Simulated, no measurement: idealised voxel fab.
process module | voxel wiring stack
cross-section cut | 290 nm wide | cells 5 nm
A cross-section is a grid of square cells, given in bands from the top down. A band is one or more rows of cells.
Each band's line starts with the height of the band's top and of its bottom, in nm. Then come its materials from left to right, each with its width in nm. One material with "throughout" fills the band from edge to edge. "air" is empty space.
Height 0 is the level under which the wafer as received is all one material. The lowest band goes on downwards, as in "0 down".
A width such as "30 to 40" changes by the same amount from each row of cells to the next, from the band's top row to its bottom row.
"no change" after a step means that no cell of the cross-section changed.
closed voids: empty space of 8 cells or more with no open way to the top, each as width x height at its distance from the left edge, in nm
after a step's settings: what the simulator itself notes on the step
overlay nm, on a step with a mask: how far to the right of its planned place the mask lay; to the left if negative
plan
1 op RECEIVE | material Si
2 op CONFORMAL_DEP | material SiO2 | thk nm 10
3 op CONFORMAL_DEP | material SiN | thk nm 5
4 op DIRECTIONAL_DEP | material lowk | thk nm 15
5 op MASKED_ETCH | tone open | mask id METAL_1 | width nm 20 | pitch nm 50 | etch materials lowk | depth nm 15 | overlay nm 0
6 op MASKED_ETCH | tone open | mask id METAL_1 | width nm 20 | pitch nm 50 | etch materials SiN | depth nm 5 | overlay nm 0
7 op CONFORMAL_DEP | material TiN | thk nm 5
8 op FILL_DEP | material Cu | thk nm 5
9 op CMP | height nm 30
10 op CONFORMAL_DEP | material SiCN | thk nm 5
11 op DIRECTIONAL_DEP | material SiO2 | thk nm 30
12 op PATTERN | tone open | mask id METAL_2_HOLES | material resist | width nm 15 | pitch nm 50 | thk nm 15 | overlay nm 0
13 op DIRECTIONAL_ETCH | etch materials SiO2 | depth nm 30
14 op STRIP | etch materials resist
15 op MASKED_ETCH | tone open | mask id METAL_2 | width nm 20 | pitch nm 50 | etch materials SiO2 | depth nm 15 | overlay nm 0
16 op MASKED_ETCH | tone open | mask id METAL_2 | width nm 20 | pitch nm 50 | etch materials SiCN | depth nm 5 | overlay nm 0
17 op CONFORMAL_DEP | material TiN | thk nm 5
18 op FILL_DEP | material Cu | thk nm 5
19 op CMP | height nm 65
20 op CONFORMAL_DEP | material SiCN | thk nm 5
as received, after step 1
  0 down: Si throughout
  closed voids: none
a wafer at the end: this start, this plan, one mistake
  60 to 55: SiCN throughout
  55 to 50: SiO2 60 | TiN 5 | Cu 5 | TiN 10 | SiO2 30 | TiN 5 | Cu 5 | TiN 10 | SiO2 30 | TiN 5 | Cu 5 | TiN 10 | SiO2 30 | TiN 5 | Cu 5 | TiN 10 | SiO2 60
  50 to 35: SiO2 60 | TiN 5 | Cu 5 | TiN 5 | SiO2 35 | TiN 5 | Cu 5 | TiN 5 | SiO2 35 | TiN 5 | Cu 5 | TiN 5 | SiO2 35 | TiN 5 | Cu 5 | TiN 5 | SiO2 65
  35 to 30: SiCN 60 | TiN 15 | SiCN 35 | TiN 15 | SiCN 35 | TiN 15 | SiCN 35 | TiN 15 | SiCN 65
  30 to 15: lowk 60 | TiN 5 | Cu 10 | TiN 5 | lowk 30 | TiN 5 | Cu 10 | TiN 5 | lowk 30 | TiN 5 | Cu 10 | TiN 5 | lowk 30 | TiN 5 | Cu 10 | TiN 5 | lowk 60
  15 to 10: SiN 60 | TiN 20 | SiN 30 | TiN 20 | SiN 30 | TiN 20 | SiN 30 | TiN 20 | SiN 60
  10 to 0: SiO2 throughout
  0 down: Si throughout
  closed voids: none
what went wrong: step 19 ran as: op CMP | height nm 55
